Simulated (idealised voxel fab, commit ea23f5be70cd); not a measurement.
The name of this process module is voxel capacitor over wiring.
Pictured: cross-section cut, 200 nm wide, on a grid of 5 nm square cells.
In what follows, cross-sections appear as grids of square cells, described through bands that run from the top down, where every band is one or more rows of cells. First you get the band's top height and its bottom height, in nm, and then the materials it's made of, left to right, with each width in nm. If you see a single material with "everywhere", that one covers the band edge to edge. "air" is empty space. Below 0: as-received wafer, all one material; heights counted from there. Lowest band: no bottom, goes on down, written "0 and below". A two-number width, for instance "30->40", indicates that the width is equal to the first number in the top row of the band and to the second number in the bottom row, and that it changes by a constant amount per row of cells. "remained the same", as given for a step, is the statement that not any cell of the cross-section underwent a change during that step. Entry "Enclosed internal cavities" = empty spaces >= 8 cells with no open way to the top; each as width x height at distance, distance from left edge, all nm. Heads up: the bit after the settings on a step's line is the simulator's remark on that step. A step line may carry the setting "overlay nm", which, for steps involving a mask, states the distance by which the mask lay to the right of its intended position; negative values denote displacement to the left.

# Steps in the process plan
- 1: RECEIVE: material Si
- 2: CONFORMAL_DEP: material SiO2, thk nm 15
- 3: DIRECTIONAL_DEP: material TiN, thk nm 5
- 4: DIRECTIONAL_DEP: material Ru, thk nm 20
- 5: DIRECTIONAL_DEP: material aC, thk nm 10
- 6: PATTERN: tone cover, mask id METAL_1, material resist, width nm 30, pitch nm 100, thk nm 25, overlay nm 0
- 7: DIRECTIONAL_ETCH: etch materials aC, depth nm 5
- 8: STRIP: etch materials resist
- 9: DIRECTIONAL_ETCH: etch materials Ru, depth nm 20
- 10: DIRECTIONAL_ETCH: etch materials TiN, depth nm 5
- 11: STRIP: etch materials aC
- 12: FILL_DEP: material lowk, thk nm 10
- 13: CMP: height nm 40
- 14: CONFORMAL_DEP: material SiCN, thk nm 5
- 15: DIRECTIONAL_DEP: material lowk, thk nm 15
- 16: DIRECTIONAL_DEP: material aC, thk nm 15
- 17: PATTERN: tone open, mask id PLUG_1, material resist, width nm 15, thk nm 35, overlay nm 0
- 18: DIRECTIONAL_ETCH: etch materials aC, depth nm 15
- 19: STRIP: etch materials resist
- 20: DIRECTIONAL_ETCH: etch materials lowk, depth nm 15
- 21: DIRECTIONAL_ETCH: etch materials SiCN, depth nm 5
- 22: STRIP: etch materials aC
- 23: EPI: material Ru, thk nm 10
- 24: EPI: material Ru, thk nm 10
- 25: DIRECTIONAL_DEP: material TiN, thk nm 10
- 26: DIRECTIONAL_DEP: material Al2O3, thk nm 5
- 27: DIRECTIONAL_DEP: material TiN, thk nm 5
- 28: PATTERN: tone cover, mask id UPPER_PLATE, material resist, width nm 75, thk nm 15, overlay nm 0
- 29: DIRECTIONAL_ETCH: etch materials TiN, depth nm 5
- 30: DIRECTIONAL_ETCH: etch materials Al2O3, depth nm 5
- 31: STRIP: etch materials resist
- 32: DIRECTIONAL_DEP: material aC, thk nm 10
- 33: PATTERN: tone cover, mask id LOWER_PLATE, material resist, width nm 85, thk nm 25, overlay nm 0
- 34: DIRECTIONAL_ETCH: etch materials aC, depth nm 10
- 35: STRIP: etch materials resist
- 36: DIRECTIONAL_ETCH: etch materials TiN, depth nm 10
- 37: STRIP: etch materials aC
- 38: FILL_DEP: material SiO2, thk nm 15
- 39: CMP: height nm 90
- 40: DIRECTIONAL_DEP: material aC, thk nm 15
- 41: PATTERN: tone open, mask id PLUG_2, material resist, width nm 15, thk nm 30, overlay nm 0
- 42: DIRECTIONAL_ETCH: etch materials aC, depth nm 15
- 43: STRIP: etch materials resist
- 44: DIRECTIONAL_ETCH: etch materials SiO2, depth nm 10
- 45: STRIP: etch materials aC
- 46: CONFORMAL_DEP: material TiN, thk nm 5
- 47: FILL_DEP: material Ru, thk nm 10
- 48: CMP: height nm 90
- 49: CONFORMAL_DEP: material SiCN, thk nm 5
What sets these wafers apart? The depth nm at step 7. They all start alike, and the plan carries the first wafer's value.

# Cross-section of the first of several wafers as received (after step 1)
    0 and below: Si everywhere
    Enclosed internal cavities: none

# The cross-section of the first of several wafers is given below for the end of the module, after its final step, step 49
    95 down to 90: SiCN everywhere
    90 down to 85: 60 nm SiO2, 5 nm TiN, 5 nm Ru, 5 nm TiN, 125 nm SiO2
    85 down to 75: 60->50 nm SiO2, 15->75 nm TiN, 125->75 nm SiO2
    75 down to 70: 50 nm SiO2, 75 nm Al2O3, 75 nm SiO2
    70 down to 60: 45 nm SiO2, 85 nm TiN, 70 nm SiO2
    60 down to 45: 50 nm lowk, 15 nm Ru, 135 nm lowk
    45 down to 40: 50 nm SiCN, 15 nm Ru, 135 nm SiCN
    40 down to 20: Ru everywhere
    20 down to 15: TiN everywhere
    15 down to 0: SiO2 everywhere
    0 and below: Si everywhere
    Enclosed internal cavities: none

# Module end, final wafer: cross-section
    95 down to 90: SiCN everywhere
    90 down to 85: 60 nm SiO2, 5 nm TiN, 5 nm Ru, 5 nm TiN, 125 nm SiO2
    85 down to 75: 60->50 nm SiO2, 15->75 nm TiN, 125->75 nm SiO2
    75 down to 70: 50 nm SiO2, 75 nm Al2O3, 75 nm SiO2
    70 down to 60: 45 nm SiO2, 85 nm TiN, 70 nm SiO2
    60 down to 45: 50 nm lowk, 15 nm Ru, 135 nm lowk
    45 down to 40: 50 nm SiCN, 15 nm Ru, 135 nm SiCN
    40 down to 20: 35 nm lowk, 30 nm Ru, 70 nm lowk, 30 nm Ru, 35 nm lowk
    20 down to 15: 35 nm lowk, 30 nm TiN, 70 nm lowk, 30 nm TiN, 35 nm lowk
    15 down to 0: SiO2 everywhere
    0 and below: Si everywhere
    Enclosed internal cavities: none

# Row per wafer, end-of-module: cell gain (+)/loss (-) by material since the wafer came in, then closed voids
depth nm 5 | +15 Al2O3 | +173 Ru | +77 SiCN | +290 SiO2 | +94 TiN | +111 lowk | Enclosed internal cavities: none
depth nm 10 | +15 Al2O3 | +61 Ru | +77 SiCN | +290 SiO2 | +66 TiN | +251 lowk | Enclosed internal cavities: none
depth nm 15 | +15 Al2O3 | +61 Ru | +77 SiCN | +290 SiO2 | +66 TiN | +251 lowk | Enclosed internal cavities: none
depth nm 20 | +15 Al2O3 | +61 Ru | +77 SiCN | +290 SiO2 | +66 TiN | +251 lowk | Enclosed internal cavities: none
depth nm 25 | +15 Al2O3 | +61 Ru | +77 SiCN | +290 SiO2 | +66 TiN | +251 lowk | Enclosed internal cavities: none
